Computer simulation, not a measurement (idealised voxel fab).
Title: Process Module voxel transistor to metal
Pictured: cross-section cut, 165 nm wide, on a grid of 5 nm square cells.
Cross-section spec: square-cell grid; bands listed top down; each band is one or more rows.
In this notation a band is specified by the heights of its top and bottom, in that order and in nm, after which its materials appear from left to right, each paired with its width in nm. The word "edge to edge" attached to a single material means that material fills the band from edge to edge; the word "empty" stands for empty space.
Counting heights begins at 0, where everything beneath is, in the wafer as received, one material. The lowest band has no bottom; it goes on downwards, as "from 0 down" shows.
Top row gets the first number, bottom row gets the second, and each row in between changes by the same step: that is how a band width like "30..40" works.
Key: "no change occurred" - step with no changed cell in the cross-section.
"Enclosed void entries" specifies each empty space that is not open to the top and that occupies no fewer than 8 cells, using the form width x height at distance, the distance measured from the left edge and all three quantities in nm.
On a step's line, text after the settings is the simulator commenting on that step.
A step line may carry the setting "overlay nm", which, for steps involving a mask, states the distance by which the mask lay to the right of its intended position; negative values denote displacement to the left.
# Listed below are the process steps as planned
step 1: op RECEIVE | material Si
step 2: op CONFORMAL_DEP | material SiO2 | thk nm 5
step 3: op CONFORMAL_DEP | material SiN | thk nm 10
step 4: op MASKED_ETCH | tone cover | mask id ACTIVE | width nm 105 | etch materials SiN | depth nm 10 | overlay nm 0
step 5: op MASKED_ETCH | tone cover | mask id ACTIVE | width nm 105 | etch materials SiO2 | depth nm 5 | overlay nm 0
step 6: op MASKED_ETCH | tone cover | mask id ACTIVE | width nm 105 | etch materials Si | depth nm 30 | overlay nm 0
step 7: op FILL_DEP | material SiO2 | thk nm 5
step 8: op CMP | height nm 15
step 9: op SELECTIVE_ETCH | etch materials SiO2 | depth nm 10
step 10: op STRIP | etch materials SiN
step 11: op SELECTIVE_ETCH | etch materials SiO2 | depth nm 5
step 12: op OXIDIZE | depth nm 5
step 13: op DIRECTIONAL_DEP | material polySi | thk nm 25
step 14: op DIRECTIONAL_DEP | material SiCN | thk nm 15
step 15: op PATTERN | tone cover | mask id GATE | material resist | width nm 15 | thk nm 20 | overlay nm 0
step 16: op DIRECTIONAL_ETCH | etch materials SiCN | depth nm 25
step 17: op DIRECTIONAL_ETCH | etch materials polySi | depth nm 35
step 18: op STRIP | etch materials resist
step 19: op CONFORMAL_DEP | material SiO2 | thk nm 5
step 20: op DIRECTIONAL_ETCH | etch materials SiO2 | depth nm 5
step 21: op CONFORMAL_DEP | material SiN | thk nm 5
step 22: op DIRECTIONAL_ETCH | etch materials SiN | depth nm 5
step 23: op DIRECTIONAL_ETCH | etch materials SiO2 | depth nm 5
step 24: op DIRECTIONAL_ETCH | etch materials Si | depth nm 10
step 25: op EPI | material pSi | thk nm 15
step 26: op FILL_DEP | material SiO2 | thk nm 5
step 27: op CMP | height nm 40
step 28: op DIRECTIONAL_DEP | material SiO2 | thk nm 10
step 29: op DIRECTIONAL_DEP | material aC | thk nm 10
step 30: op PATTERN | tone open | mask id CONTACT | material resist | width nm 30 | pitch nm 55 | thk nm 25 | overlay nm 0
step 31: op DIRECTIONAL_ETCH | etch materials aC | depth nm 10
step 32: op STRIP | etch materials resist
step 33: op DIRECTIONAL_ETCH | etch materials SiO2 | depth nm 50
step 34: op STRIP | etch materials aC
step 35: op CONFORMAL_DEP | material TiN | thk nm 5
step 36: op FILL_DEP | material W | thk nm 10
step 37: op CMP | height nm 50
step 38: op DIRECTIONAL_DEP | material TiN | thk nm 5
step 39: op DIRECTIONAL_DEP | material W | thk nm 20
step 40: op MASKED_ETCH | tone cover | mask id METAL_1 | width nm 15 | pitch nm 70 | etch materials W | depth nm 20 | overlay nm 0
step 41: op MASKED_ETCH | tone cover | mask id METAL_1 | width nm 15 | pitch nm 70 | etch materials TiN | depth nm 5 | overlay nm 0
step 42: op FILL_DEP | material lowk | thk nm 10
step 43: op CMP | height nm 75
step 44: op CONFORMAL_DEP | material SiCN | thk nm 5
step 45: op DIRECTIONAL_DEP | material lowk | thk nm 25
step 46: op MASKED_ETCH | tone open | mask id METAL_2 | width nm 15 | pitch nm 70 | etch materials lowk | depth nm 15 | overlay nm 0
step 47: op MASKED_ETCH | tone open | mask id METAL_2_HOLES | width nm 15 | pitch nm 70 | etch materials lowk | depth nm 10 | overlay nm 0
step 48: op MASKED_ETCH | tone open | mask id METAL_2_HOLES | width nm 15 | pitch nm 70 | etch materials SiCN | depth nm 5 | overlay nm 0
step 49: op CONFORMAL_DEP | material TiN | thk nm 5
step 50: op FILL_DEP | material Cu | thk nm 10
step 51: op CMP | height nm 105
step 52: op CONFORMAL_DEP | material SiCN | thk nm 5
# Cross-section of the incoming wafer, state after step 1
* from 0 down  Si edge to edge
* Enclosed void entries: none
# What the wafer looks like in cross-section after this module, when it starts as shown above and follows the plan above but one mistake is made in running it
* from 110 to 105  SiCN edge to edge
* from 105 to 95  lowk=35, then TiN=5..10, then Cu=15..5, then TiN=5..10, then lowk=45, then TiN=5..10, then Cu=15..5, then TiN=5..10, then lowk=35
* from 95 to 80  lowk=40, then TiN=5, then Cu=5, then TiN=5, then lowk=55, then TiN=5, then Cu=5, then TiN=5, then lowk=40
* from 80 to 75  SiCN=40, then TiN=15, then SiCN=55, then TiN=15, then SiCN=40
* from 75 to 55  lowk=40, then W=15, then lowk=55, then W=15, then lowk=40
* from 55 to 50  lowk=40, then TiN=15, then lowk=55, then TiN=15, then lowk=40
* from 50 to 40  SiO2=40, then TiN=5, then W=20..15, then TiN=5..10, then SiO2=25, then TiN=5..10, then W=20..15, then TiN=5, then SiO2=40
* from 40 to 25  SiO2=40, then TiN=5, then W=15, then TiN=5, then SiN=5, then SiO2=5, then SiCN=15, then SiO2=5, then SiN=5, then TiN=5, then W=15, then TiN=5, then SiO2=40
* from 25 to 15  SiO2=40, then TiN=5, then W=15, then TiN=5, then SiN=5, then SiO2=5, then polySi=15, then SiO2=5, then SiN=5, then TiN=5, then W=15, then TiN=5, then SiO2=40
* from 15 to 10  SiO2=40, then TiN=25, then SiN=5, then SiO2=5, then polySi=15, then SiO2=5, then SiN=5, then TiN=25, then SiO2=40
* from 10 to 0  SiO2=40, then TiN=10, then pSi=15, then SiN=5, then SiO2=5, then polySi=15, then SiO2=5, then SiN=5, then pSi=15, then TiN=10, then SiO2=40
* from 0 to -5  SiO2=25, then pSi=40, then SiO2=35, then pSi=40, then SiO2=25
* from -5 to -15  SiO2=30, then pSi=35, then Si=35, then pSi=35, then SiO2=30
* from -15 to -30  SiO2=30, then Si=105, then SiO2=30
* from -30 down  Si edge to edge
* Enclosed void entries: none
Deviation noted in wafer processing: rather than as planned, step 47 actually ran as op MASKED_ETCH | tone open | mask id METAL_2_HOLES | width nm 25 | pitch nm 70 | etch materials lowk | depth nm 10 | overlay nm 0
